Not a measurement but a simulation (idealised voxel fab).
The following process module bears the name voxel self aligned contacts.
Cross-section cut: width 215 nm, square cells of 5 nm.
Square cells in a grid make up a cross-section in this document, and the grid is given as bands, listed from the top down, each one or more rows of cells. First you get the band's top height and its bottom height, in nm, and then the materials it's made of, left to right, with each width in nm. If you see a single material with "edge to edge", that one covers the band edge to edge. "empty" is empty space. Where do heights start? At 0: under that level the wafer as delivered is made of one material only. And the lowest band has no floor; it just carries on downward, as in "0 nm and below". You'd read "30 to 40" like this: the band's top row of cells is as wide as the first number, its bottom row is as wide as the second, and going down, every row changes width by the same amount as the row before did. It should be understood that the words "remained unchanged", when stated for a given step, signify that the cross-section underwent no change in any of its cells during that step. The entry titled "Fully enclosed voids" provides the empty spaces that have no open way to the top, restricted to those of 8 cells or more. Each is presented as width x height at distance, the distance being measured from the left edge, with all three in nm. after a step's settings: what the simulator itself notes on the step. The setting "overlay nm" may be written on the line of a step. When the step uses a mask, the value reports how far to the right of the planned place the mask lay, and a negative value reports that it lay to the left.

**Steps planned for the process**
- 1: RECEIVE (material Si)
- 2: CONFORMAL_DEP (material SiO2; thk nm 5)
- 3: DIRECTIONAL_DEP (material polySi; thk nm 30)
- 4: DIRECTIONAL_DEP (material SiN; thk nm 15)
- 5: DIRECTIONAL_DEP (material aC; thk nm 15)
- 6: PATTERN (tone cover; mask id GATE; material resist; width nm 35; pitch nm 60; thk nm 30; overlay nm 0)
- 7: DIRECTIONAL_ETCH (etch materials aC; depth nm 15)
- 8: STRIP (etch materials resist)
- 9: DIRECTIONAL_ETCH (etch materials SiN; depth nm 15)
- 10: DIRECTIONAL_ETCH (etch materials polySi; depth nm 30)
- 11: STRIP (etch materials aC)
- 12: CONFORMAL_DEP (material SiN; thk nm 5)
- 13: DIRECTIONAL_ETCH (etch materials SiN; depth nm 5)
- 14: FILL_DEP (material SiO2; thk nm 20)
- 15: CMP (height nm 60)
- 16: PATTERN (tone open; mask id CONTACT; material resist; width nm 45; thk nm 20; overlay nm 0)
- 17: DIRECTIONAL_ETCH (etch materials SiO2; depth nm 60)
- 18: STRIP (etch materials resist)
- 19: CONFORMAL_DEP (material TiN; thk nm 5)
- 20: FILL_DEP (material W; thk nm 5)
- 21: CMP (height nm 60)
- 22: CONFORMAL_DEP (material SiN; thk nm 5)

**This is the cross-section of the wafer as we received it, i.e. after step 1**
    0 nm and below = Si edge to edge
    Fully enclosed voids: none

**This is how the wafer looks in cross-section once the module is done, given the starting state and plan above and one mistake in carrying the plan out**
    65 nm to 60 nm = SiN edge to edge
    60 nm to 50 nm = 85 SiO2, 5 to 25 TiN, 35 to 5 W, 5 to 15 TiN, 85 SiO2
    50 nm to 35 nm = 60 SiO2, 45 SiN, 5 TiN, 5 W, 5 TiN, 45 SiN, 50 SiO2
    35 nm to 5 nm = 60 SiO2, 5 SiN, 35 polySi, 5 SiN, 5 TiN, 5 W, 5 TiN, 5 SiN, 35 polySi, 5 SiN, 50 SiO2
    5 nm to 0 nm = 105 SiO2, 15 TiN, 95 SiO2
    0 nm and below = Si edge to edge
    Fully enclosed voids: none
Run error: step 6 was run on a setting that differed from the plan, and what really ran there is PATTERN (tone cover; mask id GATE; material resist; width nm 35; pitch nm 60; thk nm 30; overlay nm 5)
